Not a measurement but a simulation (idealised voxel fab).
process module | voxel transistor to metal
cross-section cut | 215 nm wide | cells 5 nm
A cross-section is a grid of square cells, given in bands from the top down. A band is one or more rows of cells.
Each band's line starts with the height of the band's top and of its bottom, in nm. Then come its materials from left to right, each with its width in nm. One material with "throughout" fills the band from edge to edge. "air" is empty space.
Height 0 is the level under which the wafer as received is all one material. The lowest band goes on downwards, as in "0 down".
A width such as "30 to 40" changes by the same amount from each row of cells to the next, from the band's top row to its bottom row.
"no change" after a step means that no cell of the cross-section changed.
closed voids: empty space of 8 cells or more with no open way to the top, each as width x height at its distance from the left edge, in nm
after a step's settings: what the simulator itself notes on the step
overlay nm, on a step with a mask: how far to the right of its planned place the mask lay; to the left if negative
plan
1 op RECEIVE | material Si
2 op OXIDIZE | depth nm 5
3 op CONFORMAL_DEP | material SiN | thk nm 10
4 op DIRECTIONAL_DEP | material aC | thk nm 15
5 op PATTERN | tone cover | mask id ACTIVE | material resist | width nm 115 | thk nm 35 | overlay nm 0
6 op DIRECTIONAL_ETCH | etch materials aC | depth nm 15
7 op STRIP | etch materials resist
8 op DIRECTIONAL_ETCH | etch materials SiN | depth nm 10
9 op DIRECTIONAL_ETCH | etch materials SiO2 | depth nm 5
10 op DIRECTIONAL_ETCH | etch materials Si | depth nm 25
11 op STRIP | etch materials aC
12 op FILL_DEP | material SiO2 | thk nm 15
13 op CMP | height nm 10
14 op SELECTIVE_ETCH | etch materials SiO2 | depth nm 5
15 op STRIP | etch materials SiN
16 op SELECTIVE_ETCH | etch materials SiO2 | depth nm 5
17 op OXIDIZE | depth nm 5
18 op DIRECTIONAL_DEP | material polySi | thk nm 20
19 op DIRECTIONAL_DEP | material SiCN | thk nm 15
20 op MASKED_ETCH | tone cover | mask id GATE | width nm 25 | etch materials SiCN | depth nm 25 | overlay nm 0
21 op MASKED_ETCH | tone cover | mask id GATE | width nm 25 | etch materials polySi | depth nm 30 | overlay nm 0
22 op CONFORMAL_DEP | material SiO2 | thk nm 5
23 op DIRECTIONAL_ETCH | etch materials SiO2 | depth nm 5
24 op CONFORMAL_DEP | material SiN | thk nm 5
25 op DIRECTIONAL_ETCH | etch materials SiN | depth nm 5
26 op DIRECTIONAL_ETCH | etch materials SiO2 | depth nm 5
27 op DIRECTIONAL_ETCH | etch materials Si | depth nm 15
28 op EPI | material nSi | thk nm 15
29 op FILL_DEP | material SiO2 | thk nm 5
30 op CMP | height nm 30
31 op DIRECTIONAL_DEP | material SiO2 | thk nm 15
32 op PATTERN | tone open | mask id CONTACT | material resist | width nm 20 | pitch nm 75 | thk nm 15 | overlay nm 0
33 op DIRECTIONAL_ETCH | etch materials SiO2 | depth nm 40
34 op STRIP | etch materials resist
35 op CONFORMAL_DEP | material TiN | thk nm 5
36 op FILL_DEP | material Ru | thk nm 10
37 op CMP | height nm 45
38 op DIRECTIONAL_DEP | material TiN | thk nm 5
39 op DIRECTIONAL_DEP | material Ru | thk nm 15
40 op DIRECTIONAL_DEP | material aC | thk nm 10
41 op PATTERN | tone cover | mask id METAL_1 | material resist | width nm 20 | pitch nm 75 | thk nm 25 | overlay nm 0
42 op DIRECTIONAL_ETCH | etch materials aC | depth nm 10
43 op STRIP | etch materials resist
44 op DIRECTIONAL_ETCH | etch materials Ru | depth nm 15
45 op DIRECTIONAL_ETCH | etch materials TiN | depth nm 5
46 op STRIP | etch materials aC
47 op FILL_DEP | material lowk | thk nm 10
48 op CMP | height nm 65
49 op CONFORMAL_DEP | material SiN | thk nm 5
first wafer, as planned
as received, after step 1
  0 down: Si throughout
  closed voids: none
after step 2
  0 to -5: SiO2 throughout
  below -5: unchanged
after step 3
  10 to 0: SiN throughout
  below 0: unchanged
after step 4
  25 to 10: aC throughout
  below 10: unchanged
after step 5
  60 to 25: air 50 | resist 115 | air 50
  below 25: unchanged
after step 6
  45 to 25: air 50 | resist 115 | air 50
  25 to 10: air 50 | aC 115 | air 50
  below 10: unchanged
after step 7
  25 to 10: air 50 | aC 115 | air 50
  below 10: unchanged
after step 8
  25 to 10: air 50 | aC 115 | air 50
  10 to 0: air 50 | SiN 115 | air 50
  below 0: unchanged
after step 9
  25 to 10: air 50 | aC 115 | air 50
  10 to 0: air 50 | SiN 115 | air 50
  0 to -5: air 50 | SiO2 115 | air 50
  below -5: unchanged
after step 10
  25 to 10: air 50 | aC 115 | air 50
  10 to 0: air 50 | SiN 115 | air 50
  0 to -5: air 50 | SiO2 115 | air 50
  -5 to -30: air 50 | Si 115 | air 50
  below -30: unchanged
after step 11
  10 to 0: air 50 | SiN 115 | air 50
  below 0: unchanged
after step 12
  25 to 10: SiO2 throughout
  10 to 0: SiO2 50 | SiN 115 | SiO2 50
  0 to -5: SiO2 throughout
  -5 to -30: SiO2 50 | Si 115 | SiO2 50
  below -30: unchanged
after step 13
  10 to 0: SiO2 50 | SiN 115 | SiO2 50
  below 0: unchanged
after step 14
  10 to 5: air 50 | SiN 115 | air 50
  below 5: unchanged
after step 15
  5 to 0: SiO2 50 | air 115 | SiO2 50
  below 0: unchanged
after step 16
  0 to -5: SiO2 45 | air 125 | SiO2 45
  below -5: unchanged
after step 17
  0 to -5: SiO2 45 | air 125 | SiO2 45
  -5 to -10: SiO2 throughout
  below -10: unchanged
after step 18
  20 to 15: polySi 45 | air 125 | polySi 45
  15 to 0: polySi throughout
  0 to -5: SiO2 45 | polySi 125 | SiO2 45
  below -5: unchanged
after step 19
  35 to 30: SiCN 45 | air 125 | SiCN 45
  30 to 20: SiCN throughout
  20 to 15: polySi 45 | SiCN 125 | polySi 45
  below 15: unchanged
after step 20
  30 to 20: air 95 | SiCN 25 | air 95
  20 to 15: polySi 45 | air 50 | SiCN 25 | air 50 | polySi 45
  below 15: unchanged
after step 21
  30 to 15: air 95 | SiCN 25 | air 95
  15 to 0: air 95 | polySi 25 | air 95
  0 to -5: SiO2 45 | air 50 | polySi 25 | air 50 | SiO2 45
  below -5: unchanged
after step 22
  35 to 30: air 90 | SiO2 35 | air 90
  30 to 15: air 90 | SiO2 5 | SiCN 25 | SiO2 5 | air 90
  15 to 5: air 90 | SiO2 5 | polySi 25 | SiO2 5 | air 90
  5 to 0: SiO2 50 | air 40 | SiO2 5 | polySi 25 | SiO2 5 | air 40 | SiO2 50
  0 to -5: SiO2 95 | polySi 25 | SiO2 95
  below -5: unchanged
after step 23
  30 to 15: air 90 | SiO2 5 | SiCN 25 | SiO2 5 | air 90
  15 to 0: air 90 | SiO2 5 | polySi 25 | SiO2 5 | air 90
  0 to -5: SiO2 50 | air 40 | SiO2 5 | polySi 25 | SiO2 5 | air 40 | SiO2 50
  below -5: unchanged
after step 24
  35 to 30: air 85 | SiN 45 | air 85
  30 to 15: air 85 | SiN 5 | SiO2 5 | SiCN 25 | SiO2 5 | SiN 5 | air 85
  15 to 5: air 85 | SiN 5 | SiO2 5 | polySi 25 | SiO2 5 | SiN 5 | air 85
  5 to 0: SiN 55 | air 30 | SiN 5 | SiO2 5 | polySi 25 | SiO2 5 | SiN 5 | air 30 | SiN 55
  0 to -5: SiO2 50 | SiN 40 | SiO2 5 | polySi 25 | SiO2 5 | SiN 40 | SiO2 50
  below -5: unchanged
after step 25
  30 to 15: air 85 | SiN 5 | SiO2 5 | SiCN 25 | SiO2 5 | SiN 5 | air 85
  15 to 0: air 85 | SiN 5 | SiO2 5 | polySi 25 | SiO2 5 | SiN 5 | air 85
  0 to -5: SiO2 50 | SiN 5 | air 30 | SiN 5 | SiO2 5 | polySi 25 | SiO2 5 | SiN 5 | air 30 | SiN 5 | SiO2 50
  below -5: unchanged
after step 26
  30 to 25: air 85 | SiN 5 | air 5 | SiCN 25 | air 5 | SiN 5 | air 85
  25 to 15: air 85 | SiN 5 | SiO2 5 | SiCN 25 | SiO2 5 | SiN 5 | air 85
  15 to 0: air 85 | SiN 5 | SiO2 5 | polySi 25 | SiO2 5 | SiN 5 | air 85
  0 to -5: air 50 | SiN 5 | air 30 | SiN 5 | SiO2 5 | polySi 25 | SiO2 5 | SiN 5 | air 30 | SiN 5 | air 50
  -5 to -10: SiO2 55 | air 30 | SiO2 45 | air 30 | SiO2 55
  below -10: unchanged
after step 27
  30 to 25: air 85 | SiN 5 | air 5 | SiCN 25 | air 5 | SiN 5 | air 85
  25 to 15: air 85 | SiN 5 | SiO2 5 | SiCN 25 | SiO2 5 | SiN 5 | air 85
  15 to 0: air 85 | SiN 5 | SiO2 5 | polySi 25 | SiO2 5 | SiN 5 | air 85
  0 to -5: air 50 | SiN 5 | air 30 | SiN 5 | SiO2 5 | polySi 25 | SiO2 5 | SiN 5 | air 30 | SiN 5 | air 50
  -5 to -10: SiO2 55 | air 30 | SiO2 45 | air 30 | SiO2 55
  -10 to -25: SiO2 50 | Si 5 | air 30 | Si 45 | air 30 | Si 5 | SiO2 50
  below -25: unchanged
after step 28
  30 to 25: air 85 | SiN 5 | air 5 | SiCN 25 | air 5 | SiN 5 | air 85
  25 to 15: air 85 | SiN 5 | SiO2 5 | SiCN 25 | SiO2 5 | SiN 5 | air 85
  15 to 5: air 85 | SiN 5 | SiO2 5 | polySi 25 | SiO2 5 | SiN 5 | air 85
  5 to 0: air 50 | nSi 35 | SiN 5 | SiO2 5 | polySi 25 | SiO2 5 | SiN 5 | nSi 35 | air 50
  0 to -5: air 50 | SiN 5 | nSi 30 | SiN 5 | SiO2 5 | polySi 25 | SiO2 5 | SiN 5 | nSi 30 | SiN 5 | air 50
  -5 to -10: SiO2 55 | nSi 30 | SiO2 45 | nSi 30 | SiO2 55
  -10 to -25: SiO2 50 | Si 5 | nSi 30 | Si 45 | nSi 30 | Si 5 | SiO2 50
  below -25: unchanged
after step 29
  35 to 30: SiO2 throughout
  30 to 15: SiO2 85 | SiN 5 | SiO2 5 | SiCN 25 | SiO2 5 | SiN 5 | SiO2 85
  15 to 5: SiO2 85 | SiN 5 | SiO2 5 | polySi 25 | SiO2 5 | SiN 5 | SiO2 85
  5 to 0: SiO2 50 | nSi 35 | SiN 5 | SiO2 5 | polySi 25 | SiO2 5 | SiN 5 | nSi 35 | SiO2 50
  0 to -5: SiO2 50 | SiN 5 | nSi 30 | SiN 5 | SiO2 5 | polySi 25 | SiO2 5 | SiN 5 | nSi 30 | SiN 5 | SiO2 50
  below -5: unchanged
after step 30
  30 to 15: SiO2 85 | SiN 5 | SiO2 5 | SiCN 25 | SiO2 5 | SiN 5 | SiO2 85
  below 15: unchanged
after step 31
  45 to 30: SiO2 throughout
  below 30: unchanged
after step 32
  60 to 45: resist 60 | air 20 | resist 55 | air 20 | resist 60
  below 45: unchanged
after step 33
  60 to 45: resist 60 | air 20 | resist 55 | air 20 | resist 60
  45 to 30: SiO2 60 | air 20 | SiO2 55 | air 20 | SiO2 60
  30 to 15: SiO2 60 | air 20 | SiO2 5 | SiN 5 | SiO2 5 | SiCN 25 | SiO2 5 | SiN 5 | SiO2 5 | air 20 | SiO2 60
  15 to 5: SiO2 60 | air 20 | SiO2 5 | SiN 5 | SiO2 5 | polySi 25 | SiO2 5 | SiN 5 | SiO2 5 | air 20 | SiO2 60
  below 5: unchanged
after step 34
  45 to 30: SiO2 60 | air 20 | SiO2 55 | air 20 | SiO2 60
  below 30: unchanged
after step 35
  50 to 45: TiN 65 | air 10 | TiN 65 | air 10 | TiN 65
  45 to 30: SiO2 60 | TiN 5 | air 10 | TiN 5 | SiO2 55 | TiN 5 | air 10 | TiN 5 | SiO2 60
  30 to 15: SiO2 60 | TiN 5 | air 10 | TiN 5 | SiO2 5 | SiN 5 | SiO2 5 | SiCN 25 | SiO2 5 | SiN 5 | SiO2 5 | TiN 5 | air 10 | TiN 5 | SiO2 60
  15 to 10: SiO2 60 | TiN 5 | air 10 | TiN 5 | SiO2 5 | SiN 5 | SiO2 5 | polySi 25 | SiO2 5 | SiN 5 | SiO2 5 | TiN 5 | air 10 | TiN 5 | SiO2 60
  10 to 5: SiO2 60 | TiN 20 | SiO2 5 | SiN 5 | SiO2 5 | polySi 25 | SiO2 5 | SiN 5 | SiO2 5 | TiN 20 | SiO2 60
  below 5: unchanged
after step 36
  60 to 50: Ru throughout
  50 to 45: TiN 65 | Ru 10 | TiN 65 | Ru 10 | TiN 65
  45 to 30: SiO2 60 | TiN 5 | Ru 10 | TiN 5 | SiO2 55 | TiN 5 | Ru 10 | TiN 5 | SiO2 60
  30 to 15: SiO2 60 | TiN 5 | Ru 10 | TiN 5 | SiO2 5 | SiN 5 | SiO2 5 | SiCN 25 | SiO2 5 | SiN 5 | SiO2 5 | TiN 5 | Ru 10 | TiN 5 | SiO2 60
  15 to 10: SiO2 60 | TiN 5 | Ru 10 | TiN 5 | SiO2 5 | SiN 5 | SiO2 5 | polySi 25 | SiO2 5 | SiN 5 | SiO2 5 | TiN 5 | Ru 10 | TiN 5 | SiO2 60
  below 10: unchanged
after step 37
  45 to 30: SiO2 60 | TiN 5 | Ru 10 | TiN 5 | SiO2 55 | TiN 5 | Ru 10 | TiN 5 | SiO2 60
  below 30: unchanged
after step 38
  50 to 45: TiN throughout
  below 45: unchanged
after step 39
  65 to 50: Ru throughout
  below 50: unchanged
after step 40
  75 to 65: aC throughout
  below 65: unchanged
after step 41
  100 to 75: air 60 | resist 20 | air 55 | resist 20 | air 60
  below 75: unchanged
after step 42
  90 to 75: air 60 | resist 20 | air 55 | resist 20 | air 60
  75 to 65: air 60 | aC 20 | air 55 | aC 20 | air 60
  below 65: unchanged
after step 43
  75 to 65: air 60 | aC 20 | air 55 | aC 20 | air 60
  below 65: unchanged
after step 44
  75 to 65: air 60 | aC 20 | air 55 | aC 20 | air 60
  65 to 50: air 60 | Ru 20 | air 55 | Ru 20 | air 60
  below 50: unchanged
after step 45
  75 to 65: air 60 | aC 20 | air 55 | aC 20 | air 60
  65 to 50: air 60 | Ru 20 | air 55 | Ru 20 | air 60
  50 to 45: air 60 | TiN 20 | air 55 | TiN 20 | air 60
  below 45: unchanged
after step 46
  65 to 50: air 60 | Ru 20 | air 55 | Ru 20 | air 60
  below 50: unchanged
after step 47
  75 to 65: lowk throughout
  65 to 50: lowk 60 | Ru 20 | lowk 55 | Ru 20 | lowk 60
  50 to 45: lowk 60 | TiN 20 | lowk 55 | TiN 20 | lowk 60
  below 45: unchanged
after step 48
  65 to 50: lowk 60 | Ru 20 | lowk 55 | Ru 20 | lowk 60
  below 50: unchanged
after step 49
  70 to 65: SiN throughout
  below 65: unchanged
second wafer: like start, like plan, one mistake. Through step 19 it matches the first wafer
when step 20 should have ended
  30 to 20: air 90 | SiCN 25 | air 100
  20 to 15: polySi 45 | air 45 | SiCN 25 | air 55 | polySi 45
  below 15: unchanged
when step 21 should have ended
  30 to 15: air 90 | SiCN 25 | air 100
  15 to 0: air 90 | polySi 30 | air 95
  0 to -5: SiO2 45 | air 45 | polySi 30 | air 50 | SiO2 45
  below -5: unchanged
when step 22 should have ended
  35 to 30: air 85 | SiO2 35 | air 95
  30 to 20: air 85 | SiO2 5 | SiCN 25 | SiO2 5 | air 95
  20 to 15: air 85 | SiO2 5 | SiCN 25 | SiO2 10 | air 90
  15 to 5: air 85 | SiO2 5 | polySi 30 | SiO2 5 | air 90
  5 to 0: SiO2 50 | air 35 | SiO2 5 | polySi 30 | SiO2 5 | air 40 | SiO2 50
  0 to -5: SiO2 90 | polySi 30 | SiO2 95
  below -5: unchanged
when step 23 should have ended
  30 to 15: air 85 | SiO2 5 | SiCN 25 | SiO2 5 | air 95
  15 to 0: air 85 | SiO2 5 | polySi 30 | SiO2 5 | air 90
  0 to -5: SiO2 50 | air 35 | SiO2 5 | polySi 30 | SiO2 5 | air 40 | SiO2 50
  below -5: unchanged
when step 24 should have ended
  35 to 30: air 80 | SiN 45 | air 90
  30 to 20: air 80 | SiN 5 | SiO2 5 | SiCN 25 | SiO2 5 | SiN 5 | air 90
  20 to 15: air 80 | SiN 5 | SiO2 5 | SiCN 25 | SiO2 5 | SiN 10 | air 85
  15 to 5: air 80 | SiN 5 | SiO2 5 | polySi 30 | SiO2 5 | SiN 5 | air 85
  5 to 0: SiN 55 | air 25 | SiN 5 | SiO2 5 | polySi 30 | SiO2 5 | SiN 5 | air 30 | SiN 55
  0 to -5: SiO2 50 | SiN 35 | SiO2 5 | polySi 30 | SiO2 5 | SiN 40 | SiO2 50
  below -5: unchanged
when step 25 should have ended
  30 to 15: air 80 | SiN 5 | SiO2 5 | SiCN 25 | SiO2 5 | SiN 5 | air 90
  15 to 0: air 80 | SiN 5 | SiO2 5 | polySi 30 | SiO2 5 | SiN 5 | air 85
  0 to -5: SiO2 50 | SiN 5 | air 25 | SiN 5 | SiO2 5 | polySi 30 | SiO2 5 | SiN 5 | air 30 | SiN 5 | SiO2 50
  below -5: unchanged
when step 26 should have ended
  30 to 25: air 80 | SiN 5 | air 5 | SiCN 25 | air 5 | SiN 5 | air 90
  25 to 15: air 80 | SiN 5 | SiO2 5 | SiCN 25 | SiO2 5 | SiN 5 | air 90
  15 to 0: air 80 | SiN 5 | SiO2 5 | polySi 30 | SiO2 5 | SiN 5 | air 85
  0 to -5: air 50 | SiN 5 | air 25 | SiN 5 | SiO2 5 | polySi 30 | SiO2 5 | SiN 5 | air 30 | SiN 5 | air 50
  -5 to -10: SiO2 55 | air 25 | SiO2 50 | air 30 | SiO2 55
  below -10: unchanged
when step 27 should have ended
  30 to 25: air 80 | SiN 5 | air 5 | SiCN 25 | air 5 | SiN 5 | air 90
  25 to 15: air 80 | SiN 5 | SiO2 5 | SiCN 25 | SiO2 5 | SiN 5 | air 90
  15 to 0: air 80 | SiN 5 | SiO2 5 | polySi 30 | SiO2 5 | SiN 5 | air 85
  0 to -5: air 50 | SiN 5 | air 25 | SiN 5 | SiO2 5 | polySi 30 | SiO2 5 | SiN 5 | air 30 | SiN 5 | air 50
  -5 to -10: SiO2 55 | air 25 | SiO2 50 | air 30 | SiO2 55
  -10 to -25: SiO2 50 | Si 5 | air 25 | Si 50 | air 30 | Si 5 | SiO2 50
  below -25: unchanged
when step 28 should have ended
  30 to 25: air 80 | SiN 5 | air 5 | SiCN 25 | air 5 | SiN 5 | air 90
  25 to 15: air 80 | SiN 5 | SiO2 5 | SiCN 25 | SiO2 5 | SiN 5 | air 90
  15 to 5: air 80 | SiN 5 | SiO2 5 | polySi 30 | SiO2 5 | SiN 5 | air 85
  5 to 0: air 50 | nSi 30 | SiN 5 | SiO2 5 | polySi 30 | SiO2 5 | SiN 5 | nSi 35 | air 50
  0 to -5: air 50 | SiN 5 | nSi 25 | SiN 5 | SiO2 5 | polySi 30 | SiO2 5 | SiN 5 | nSi 30 | SiN 5 | air 50
  -5 to -10: SiO2 55 | nSi 25 | SiO2 50 | nSi 30 | SiO2 55
  -10 to -25: SiO2 50 | Si 5 | nSi 25 | Si 50 | nSi 30 | Si 5 | SiO2 50
  below -25: unchanged
when step 29 should have ended
  35 to 30: SiO2 throughout
  30 to 15: SiO2 80 | SiN 5 | SiO2 5 | SiCN 25 | SiO2 5 | SiN 5 | SiO2 90
  15 to 5: SiO2 80 | SiN 5 | SiO2 5 | polySi 30 | SiO2 5 | SiN 5 | SiO2 85
  5 to 0: SiO2 50 | nSi 30 | SiN 5 | SiO2 5 | polySi 30 | SiO2 5 | SiN 5 | nSi 35 | SiO2 50
  0 to -5: SiO2 50 | SiN 5 | nSi 25 | SiN 5 | SiO2 5 | polySi 30 | SiO2 5 | SiN 5 | nSi 30 | SiN 5 | SiO2 50
  below -5: unchanged
when step 30 should have ended
  30 to 15: SiO2 80 | SiN 5 | SiO2 5 | SiCN 25 | SiO2 5 | SiN 5 | SiO2 90
  below 15: unchanged
when step 31 should have ended
  45 to 30: SiO2 throughout
  below 30: unchanged
when step 32 should have ended
  60 to 45: resist 60 | air 20 | resist 55 | air 20 | resist 60
  below 45: unchanged
when step 33 should have ended
  60 to 45: resist 60 | air 20 | resist 55 | air 20 | resist 60
  45 to 30: SiO2 60 | air 20 | SiO2 55 | air 20 | SiO2 60
  30 to 15: SiO2 60 | air 20 | SiN 5 | SiO2 5 | SiCN 25 | SiO2 5 | SiN 5 | SiO2 10 | air 20 | SiO2 60
  15 to 5: SiO2 60 | air 20 | SiN 5 | SiO2 5 | polySi 30 | SiO2 5 | SiN 5 | SiO2 5 | air 20 | SiO2 60
  below 5: unchanged
when step 34 should have ended
  45 to 30: SiO2 60 | air 20 | SiO2 55 | air 20 | SiO2 60
  below 30: unchanged
when step 35 should have ended
  50 to 45: TiN 65 | air 10 | TiN 65 | air 10 | TiN 65
  45 to 30: SiO2 60 | TiN 5 | air 10 | TiN 5 | SiO2 55 | TiN 5 | air 10 | TiN 5 | SiO2 60
  30 to 15: SiO2 60 | TiN 5 | air 10 | TiN 5 | SiN 5 | SiO2 5 | SiCN 25 | SiO2 5 | SiN 5 | SiO2 10 | TiN 5 | air 10 | TiN 5 | SiO2 60
  15 to 10: SiO2 60 | TiN 5 | air 10 | TiN 5 | SiN 5 | SiO2 5 | polySi 30 | SiO2 5 | SiN 5 | SiO2 5 | TiN 5 | air 10 | TiN 5 | SiO2 60
  10 to 5: SiO2 60 | TiN 20 | SiN 5 | SiO2 5 | polySi 30 | SiO2 5 | SiN 5 | SiO2 5 | TiN 20 | SiO2 60
  below 5: unchanged
when step 36 should have ended
  60 to 50: Ru throughout
  50 to 45: TiN 65 | Ru 10 | TiN 65 | Ru 10 | TiN 65
  45 to 30: SiO2 60 | TiN 5 | Ru 10 | TiN 5 | SiO2 55 | TiN 5 | Ru 10 | TiN 5 | SiO2 60
  30 to 15: SiO2 60 | TiN 5 | Ru 10 | TiN 5 | SiN 5 | SiO2 5 | SiCN 25 | SiO2 5 | SiN 5 | SiO2 10 | TiN 5 | Ru 10 | TiN 5 | SiO2 60
  15 to 10: SiO2 60 | TiN 5 | Ru 10 | TiN 5 | SiN 5 | SiO2 5 | polySi 30 | SiO2 5 | SiN 5 | SiO2 5 | TiN 5 | Ru 10 | TiN 5 | SiO2 60
  below 10: unchanged
when step 37 should have ended
  45 to 30: SiO2 60 | TiN 5 | Ru 10 | TiN 5 | SiO2 55 | TiN 5 | Ru 10 | TiN 5 | SiO2 60
  below 30: unchanged
when step 38 should have ended
  50 to 45: TiN throughout
  below 45: unchanged
when step 39 should have ended
  65 to 50: Ru throughout
  below 50: unchanged
when step 40 should have ended
  75 to 65: aC throughout
  below 65: unchanged
when step 41 should have ended
  100 to 75: air 60 | resist 20 | air 55 | resist 20 | air 60
  below 75: unchanged
when step 42 should have ended
  90 to 75: air 60 | resist 20 | air 55 | resist 20 | air 60
  75 to 65: air 60 | aC 20 | air 55 | aC 20 | air 60
  below 65: unchanged
when step 43 should have ended
  75 to 65: air 60 | aC 20 | air 55 | aC 20 | air 60
  below 65: unchanged
when step 44 should have ended
  75 to 65: air 60 | aC 20 | air 55 | aC 20 | air 60
  65 to 50: air 60 | Ru 20 | air 55 | Ru 20 | air 60
  below 50: unchanged
when step 45 should have ended
  75 to 65: air 60 | aC 20 | air 55 | aC 20 | air 60
  65 to 50: air 60 | Ru 20 | air 55 | Ru 20 | air 60
  50 to 45: air 60 | TiN 20 | air 55 | TiN 20 | air 60
  below 45: unchanged
when step 46 should have ended
  65 to 50: air 60 | Ru 20 | air 55 | Ru 20 | air 60
  below 50: unchanged
when step 47 should have ended
  75 to 65: lowk throughout
  65 to 50: lowk 60 | Ru 20 | lowk 55 | Ru 20 | lowk 60
  50 to 45: lowk 60 | TiN 20 | lowk 55 | TiN 20 | lowk 60
  below 45: unchanged
when step 48 should have ended
  65 to 50: lowk 60 | Ru 20 | lowk 55 | Ru 20 | lowk 60
  below 50: unchanged
when step 49 should have ended
  70 to 65: SiN throughout
  below 65: unchanged
what went wrong: step 20 ran as: op MASKED_ETCH | tone cover | mask id GATE | width nm 25 | etch materials SiCN | depth nm 25 | overlay nm -5
at the end the second wafer has, in cells: 3 more of Si | 1 fewer of SiO2 | 6 fewer of nSi | 4 more of polySi
